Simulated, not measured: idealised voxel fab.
This section sets out a process module, namely voxel ribs on slabs.
cross-section cut | 255 nm wide | cells 5 nm
Just so we're on the same page, the cross-sections are grids of square cells, and they're listed out in bands top to bottom, each band one or more rows deep.
A band entry consists of two parts. The first gives the height of the band's top and the height of its bottom, in nm. The rest lists the band's materials from left to right, each with its width in nm. A single material labelled with the word "full width" fills the band from edge to edge, and the word "blank" marks empty space.
Counting heights begins at 0, where everything beneath is, in the wafer as received, one material. The lowest band has no bottom; it goes on downwards, as "0 down" shows.
Think of "30..40" as a width that walks from the first number to the second as you go down the band, top row to bottom row, taking equal-sized steps from row to row.
It should be understood that the words "no modifications", when stated for a given step, signify that the cross-section underwent no change in any of its cells during that step.
"Closed void register": empty spaces of 8 cells or more with no open way to the top, each given as width x height at distance, distance from the left edge, all in nm.
On a step's line, text after the settings is the simulator commenting on that step.
The "overlay nm" setting may appear on a step's line; for a step that uses a mask, it gives how far to the right of its planned position the mask lay, and a negative value indicates the left.

### Here's what the planned process steps look like
1,RECEIVE: material Si
2,DIRECTIONAL_DEP: material SiO2, thk nm 30
3,DIRECTIONAL_DEP: material polySi, thk nm 25
4,MASKED_ETCH: tone cover, mask id RIB, width nm 15, etch materials polySi, depth nm 5, overlay nm 0
5,MASKED_ETCH: tone cover, mask id SLAB, width nm 75, etch materials polySi, depth nm 20, overlay nm 0
6,FILL_DEP: material SiO2, thk nm 20
7,CMP: height nm 65
8,DIRECTIONAL_DEP: material TiN, thk nm 5
9,DIRECTIONAL_DEP: material aC, thk nm 15
10,PATTERN: tone cover, mask id HEATER, material resist, width nm 25, thk nm 30, overlay nm 0
11,DIRECTIONAL_ETCH: etch materials aC, depth nm 15
12,STRIP: etch materials resist
13,DIRECTIONAL_ETCH: etch materials TiN, depth nm 5
14,STRIP: etch materials aC
15,CONFORMAL_DEP: material SiO2, thk nm 10

### First of the two wafers, run per plan

### Wafer as received: cross-section following step 1
  0 down | Si full width
  Closed void register: none

### Cross-section through the wafer, step 2 finished
  30 to 0 | SiO2 full width
  Under the height 0 nothing was changed.

### Cross-section through the wafer, step 3 finished
  55 to 30 | polySi full width
  Under the height 30 nothing was changed.

### Cross-section through the wafer, step 4 finished
  55 to 50 | 120 nm blank, then 15 nm polySi, then 120 nm blank
  Under the height 50 nothing was changed.

### Cross-section through the wafer, step 5 finished
  55 to 50 | 120 nm blank, then 15 nm polySi, then 120 nm blank
  50 to 30 | 90 nm blank, then 75 nm polySi, then 90 nm blank
  Under the height 30 nothing was changed.

### Cross-section through the wafer, step 6 finished
  75 to 55 | SiO2 full width
  55 to 50 | 120 nm SiO2, then 15 nm polySi, then 120 nm SiO2
  50 to 30 | 90 nm SiO2, then 75 nm polySi, then 90 nm SiO2
  Under the height 30 nothing was changed.

### Cross-section through the wafer, step 7 finished
  65 to 55 | SiO2 full width
  Under the height 55 nothing was changed.

### Cross-section through the wafer, step 8 finished
  70 to 65 | TiN full width
  Under the height 65 nothing was changed.

### Cross-section through the wafer, step 9 finished
  85 to 70 | aC full width
  Under the height 70 nothing was changed.

### Cross-section through the wafer, step 10 finished
  115 to 85 | 115 nm blank, then 25 nm resist, then 115 nm blank
  Under the height 85 nothing was changed.

### Cross-section through the wafer, step 11 finished
  100 to 85 | 115 nm blank, then 25 nm resist, then 115 nm blank
  85 to 70 | 115 nm blank, then 25 nm aC, then 115 nm blank
  Under the height 70 nothing was changed.

### Cross-section through the wafer, step 12 finished
  85 to 70 | 115 nm blank, then 25 nm aC, then 115 nm blank
  Under the height 70 nothing was changed.

### Cross-section through the wafer, step 13 finished
  85 to 70 | 115 nm blank, then 25 nm aC, then 115 nm blank
  70 to 65 | 115 nm blank, then 25 nm TiN, then 115 nm blank
  Under the height 65 nothing was changed.

### Cross-section through the wafer, step 14 finished
  70 to 65 | 115 nm blank, then 25 nm TiN, then 115 nm blank
  Under the height 65 nothing was changed.

### Cross-section through the wafer, step 15 finished
  80 to 75 | 105 nm blank, then 45 nm SiO2, then 105 nm blank
  75 to 70 | SiO2 full width
  70 to 65 | 115 nm SiO2, then 25 nm TiN, then 115 nm SiO2
  Under the height 65 nothing was changed.

### Regarding the second of the two wafers: it shared the first wafer's starting condition and process plan, yet one error occurred during its execution. Its history coincides with that of the first wafer up to and including step 9

### X-section, second wafer, when step 10 was due to finish
  115 to 85 | 115 nm resist, then 25 nm blank, then 115 nm resist
  Under the height 85 nothing was changed.

### X-section, second wafer, when step 11 was due to finish
  100 to 85 | 115 nm resist, then 25 nm blank, then 115 nm resist
  85 to 70 | 115 nm aC, then 25 nm blank, then 115 nm aC
  Under the height 70 nothing was changed.

### X-section, second wafer, when step 12 was due to finish
  85 to 70 | 115 nm aC, then 25 nm blank, then 115 nm aC
  Under the height 70 nothing was changed.

### X-section, second wafer, when step 13 was due to finish
  85 to 70 | 115 nm aC, then 25 nm blank, then 115 nm aC
  70 to 65 | 115 nm TiN, then 25 nm blank, then 115 nm TiN
  Under the height 65 nothing was changed.

### X-section, second wafer, when step 14 was due to finish
  70 to 65 | 115 nm TiN, then 25 nm blank, then 115 nm TiN
  Under the height 65 nothing was changed.

### X-section, second wafer, when step 15 was due to finish
  80 to 75 | 125 nm SiO2, then 5 nm blank, then 125 nm SiO2
  75 to 70 | SiO2 full width
  70 to 65 | 115 nm TiN, then 25 nm SiO2, then 115 nm TiN
  Under the height 65 nothing was changed.
Misprocessing identified: note that step 10 departed from the planned setting and was carried out as PATTERN: tone open, mask id HEATER, material resist, width nm 25, thk nm 30, overlay nm 0
Once processing is complete, comparing cell counts shows that the second wafer has more or fewer of certain materials than the first: 41 more of TiN
